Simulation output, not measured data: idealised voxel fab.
process module | voxel self aligned vias
cross-section cut | 235 nm wide | cells 5 nm
A cross-section is a grid of square cells, given in bands from the top down. A band is one or more rows of cells.
Each band's line starts with the height of the band's top and of its bottom, in nm. Then come its materials from left to right, each with its width in nm. One material with "throughout" fills the band from edge to edge. "air" is empty space.
Height 0 is the level under which the wafer as received is all one material. The lowest band goes on downwards, as in "0 down".
A width such as "30 to 40" changes by the same amount from each row of cells to the next, from the band's top row to its bottom row.
"no change" after a step means that no cell of the cross-section changed.
closed voids: empty space of 8 cells or more with no open way to the top, each as width x height at its distance from the left edge, in nm
after a step's settings: what the simulator itself notes on the step
overlay nm, on a step with a mask: how far to the right of its planned place the mask lay; to the left if negative
plan
1 op RECEIVE | material Si
2 op CONFORMAL_DEP | material SiO2 | thk nm 10
3 op CONFORMAL_DEP | material SiCN | thk nm 5
4 op DIRECTIONAL_DEP | material lowk | thk nm 30
5 op DIRECTIONAL_DEP | material aC | thk nm 10
6 op PATTERN | tone open | mask id LINES | material resist | width nm 15 | pitch nm 45 | thk nm 25 | overlay nm 0
7 op DIRECTIONAL_ETCH | etch materials aC | depth nm 10
8 op STRIP | etch materials resist
9 op DIRECTIONAL_ETCH | etch materials lowk | depth nm 30
10 op STRIP | etch materials aC
11 op CONFORMAL_DEP | material TiN | thk nm 5
12 op FILL_DEP | material W | thk nm 5
13 op CMP | height nm 45
14 op SELECTIVE_ETCH | etch materials W Ru TiN | depth nm 10
15 op FILL_DEP | material SiN | thk nm 10
16 op CMP | height nm 45
17 op DIRECTIONAL_DEP | material lowk | thk nm 20
18 op MASKED_ETCH | tone open | mask id VIAS | width nm 30 | etch materials lowk | depth nm 20 | overlay nm 0
19 op MASKED_ETCH | tone open | mask id VIAS | width nm 30 | etch materials SiN | depth nm 10 | overlay nm 0
20 op CONFORMAL_DEP | material TiN | thk nm 5
21 op FILL_DEP | material Cu | thk nm 5
22 op CMP | height nm 65
23 op CONFORMAL_DEP | material SiCN | thk nm 5
varied across the wafers: width nm of step 6. The plan shows the first wafer's value. All wafers start alike
first wafer as received, after step 1
  0 down: Si throughout
  closed voids: none
first wafer at the end, after step 23
  70 to 65: SiCN throughout
  65 to 50: lowk 80 | TiN 5 | Cu 20 | TiN 5 | lowk 125
  50 to 45: lowk 80 | TiN 15 | Cu 5 | TiN 10 | lowk 125
  45 to 40: lowk 90 | TiN 5 | Cu 5 | TiN 5 | lowk 30 | SiN 15 | lowk 85
  40 to 35: lowk 90 | TiN 15 | lowk 30 | SiN 15 | lowk 85
  35 to 20: lowk 90 | TiN 5 | W 5 | TiN 5 | lowk 30 | TiN 5 | W 5 | TiN 5 | lowk 85
  20 to 15: lowk 90 | TiN 15 | lowk 30 | TiN 15 | lowk 85
  15 to 10: SiCN throughout
  10 to 0: SiO2 throughout
  0 down: Si throughout
  closed voids: none
last wafer at the end
  70 to 65: SiCN throughout
  65 to 45: lowk 80 | TiN 5 | Cu 20 | TiN 5 | lowk 125
  45 to 40: lowk 80 | TiN 5 | Cu 20 | TiN 5 | lowk 15 | SiN 30 | lowk 80
  40 to 35: lowk 80 | TiN 30 | lowk 15 | SiN 30 | lowk 80
  35 to 20: lowk 80 | TiN 5 | W 20 | TiN 5 | lowk 15 | TiN 5 | W 20 | TiN 5 | lowk 80
  20 to 15: lowk 80 | TiN 30 | lowk 15 | TiN 30 | lowk 80
  15 to 10: SiCN throughout
  10 to 0: SiO2 throughout
  0 down: Si throughout
  closed voids: none
each wafer at the end: cells of each material gained (+) or lost (-) since it was received, then its closed voids
width nm 15 | +14 Cu | +94 SiCN | +6 SiN | +94 SiO2 | +34 TiN | +6 W | +410 lowk | closed voids: none
width nm 20 | +16 Cu | +94 SiCN | +8 SiN | +94 SiO2 | +36 TiN | +12 W | +398 lowk | closed voids: none
width nm 25 | +18 Cu | +94 SiCN | +10 SiN | +94 SiO2 | +38 TiN | +18 W | +386 lowk | closed voids: none
width nm 30 | +20 Cu | +94 SiCN | +12 SiN | +94 SiO2 | +40 TiN | +24 W | +374 lowk | closed voids: none
